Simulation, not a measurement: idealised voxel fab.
The process module presented herein is designated voxel plated lines.
Pictured: cross-section cut, 185 nm wide, on a grid of 5 nm square cells.
Notation: cross-section as square-cell grid; stated in bands, top first, going down; one or more cell rows per band.
The band entry comprises the height of the band's top followed by the height of its bottom, expressed in nm, and subsequently the band's materials from left to right, each stated together with its width in nm. Where a single material is marked with the word "edge to edge", that material fills the band from edge to edge. The word "air" represents empty space.
Height reference: 0 = level under which incoming wafer is all one material. Lowest band: no bottom, runs on downward, e.g. "0 nm and below".
A two-number width, for instance "30..40", indicates that the width is equal to the first number in the top row of the band and to the second number in the bottom row, and that it changes by a constant amount per row of cells.
Any step labelled "nothing altered" changed none of the cells in the cross-section.
You'll see "Closed cavities" listing empty spaces that have no way open to the top, as long as they're 8 cells or more; the notation is width x height at distance, where the distance is from the left edge, and all of it is in nm.
Anything after a step's settings on that line? It's the simulator's own note about the step.
overlay nm: right-of-plan distance of the mask on a masked step; negative values mean left-of-plan.
## List of planned process steps
1. RECEIVE | material Si
2. CONFORMAL_DEP | material Al2O3 | thk nm 5
3. DIRECTIONAL_DEP | material TiN | thk nm 5
4. PATTERN | tone open | mask id LINES | material resist | width nm 20 | pitch nm 40 | thk nm 20 | overlay nm 0
5. EPI | material Ru | thk nm 10
6. STRIP | etch materials resist
7. DIRECTIONAL_ETCH | etch materials TiN | depth nm 5
8. CONFORMAL_DEP | material SiN | thk nm 5
## Cross-section: wafer on arrival = after step 1
    0 nm and below  Si edge to edge
    Closed cavities: none
## First wafer of two, sectioned at end of module; run went per plan
    25 nm to 20 nm  55 of air, 30 of SiN, 10 of air, 30 of SiN, 60 of air
    20 nm to 10 nm  55 of air, 5 of SiN, 20 of Ru, 5 of SiN, 10 of air, 5 of SiN, 20 of Ru, 5 of SiN, 60 of air
    10 nm to 5 nm  60 of SiN, 20 of TiN, 20 of SiN, 20 of TiN, 65 of SiN
    5 nm to 0 nm  Al2O3 edge to edge
    0 nm and below  Si edge to edge
    Closed cavities: none
## This is the second of the two wafers, cross-sectioned at the end of the module; it started exactly like the first and was given the same plan, but it was run with one mistake
    20 nm to 10 nm  60 of air, 20 of Ru, 20 of air, 20 of Ru, 65 of air
    10 nm to 5 nm  60 of air, 20 of TiN, 20 of air, 20 of TiN, 65 of air
    5 nm to 0 nm  Al2O3 edge to edge
    0 nm and below  Si edge to edge
    Closed cavities: none
Error vs. plan: the plan's step 8 was left out and never carried out
Final comparison by cell count, materials where the second wafer has more or fewer than the first: SiN -49
